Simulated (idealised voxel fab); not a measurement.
Module name: voxel released beams (process module)
Xsec cut, 170 nm wide, square cell size 5 nm.
In what follows, cross-sections appear as grids of square cells, described through bands that run from the top down, where every band is one or more rows of cells.
Per band: top height and bottom height in nm, followed by the left-to-right materials and their widths in nm; "edge to edge" marks a single material spanning edge to edge, "blank" marks empty space.
Heights are measured from 0, the level below which the as-received wafer is all one material; the lowest band has no bottom and continues downward, written as in "0 nm and below".
Top row gets the first number, bottom row gets the second, and each row in between changes by the same step: that is how a band width like "30 to 40" works.
Given "nothing different" for a step, no cell of the cross-section differs between before and after that step.
Unvented cavities: empty space of 8 cells or more with no open way to the top, each as width x height at its distance from the left edge, in nm
Formally, on a step line, whatever follows the settings is a remark that the simulator itself makes on the step.
overlay nm: step with mask; distance mask lay right of planned place; negative value = left of planned place.

[Listed below are the process steps as planned]
step 1: RECEIVE [material Si]
step 2: CONFORMAL_DEP [material Al2O3] [thk nm 5]
step 3: DIRECTIONAL_DEP [material SiO2] [thk nm 10]
step 4: DIRECTIONAL_DEP [material aC] [thk nm 10]
step 5: PATTERN [tone open] [mask id ANCHOR] [material resist] [width nm 35] [thk nm 25] [overlay nm 0]
step 6: DIRECTIONAL_ETCH [etch materials aC] [depth nm 10]
step 7: STRIP [etch materials resist]
step 8: DIRECTIONAL_ETCH [etch materials SiO2] [depth nm 10]
step 9: STRIP [etch materials aC]
step 10: CONFORMAL_DEP [material SiN] [thk nm 10]
step 11: DIRECTIONAL_DEP [material aC] [thk nm 10]
step 12: PATTERN [tone cover] [mask id BEAM] [material resist] [width nm 90] [thk nm 30] [overlay nm 0]
step 13: DIRECTIONAL_ETCH [etch materials aC] [depth nm 10]
step 14: STRIP [etch materials resist]
step 15: DIRECTIONAL_ETCH [etch materials SiN] [depth nm 10]
step 16: STRIP [etch materials aC]
step 17: STRIP [etch materials SiO2]

[So this is the incoming wafer in cross-section - it's already been through step 1]
    0 nm and below  Si edge to edge
    Unvented cavities: none

[The first of two wafers, cross-sectioned at the end of the module, with the run proceeding as planned]
    25 nm to 15 nm  35 nm blank, 15 nm SiN, 15 nm blank, 60 nm SiN, 45 nm blank
    15 nm to 5 nm  40 nm blank, 35 nm SiN, 95 nm blank
    5 nm to 0 nm  Al2O3 edge to edge
    0 nm and below  Si edge to edge
    Unvented cavities: none

[second wafer at the end: like start, like plan, one mistake]
    25 nm to 15 nm  35 nm blank, 50 nm SiN, 85 nm blank
    15 nm to 5 nm  30 nm blank, 10 nm SiN, 35 nm SiO2, 50 nm SiN, 45 nm blank
    5 nm to 0 nm  Al2O3 edge to edge
    0 nm and below  Si edge to edge
    Unvented cavities: none
Finding, execution versus plan: the process deviated at step 5: the operation and settings actually run there were PATTERN [tone cover] [mask id ANCHOR] [material resist] [width nm 35] [thk nm 25] [overlay nm 0]
Looking at both finished wafers in cells, the second ends up ahead of or behind the first on some materials: 14 more of SiO2
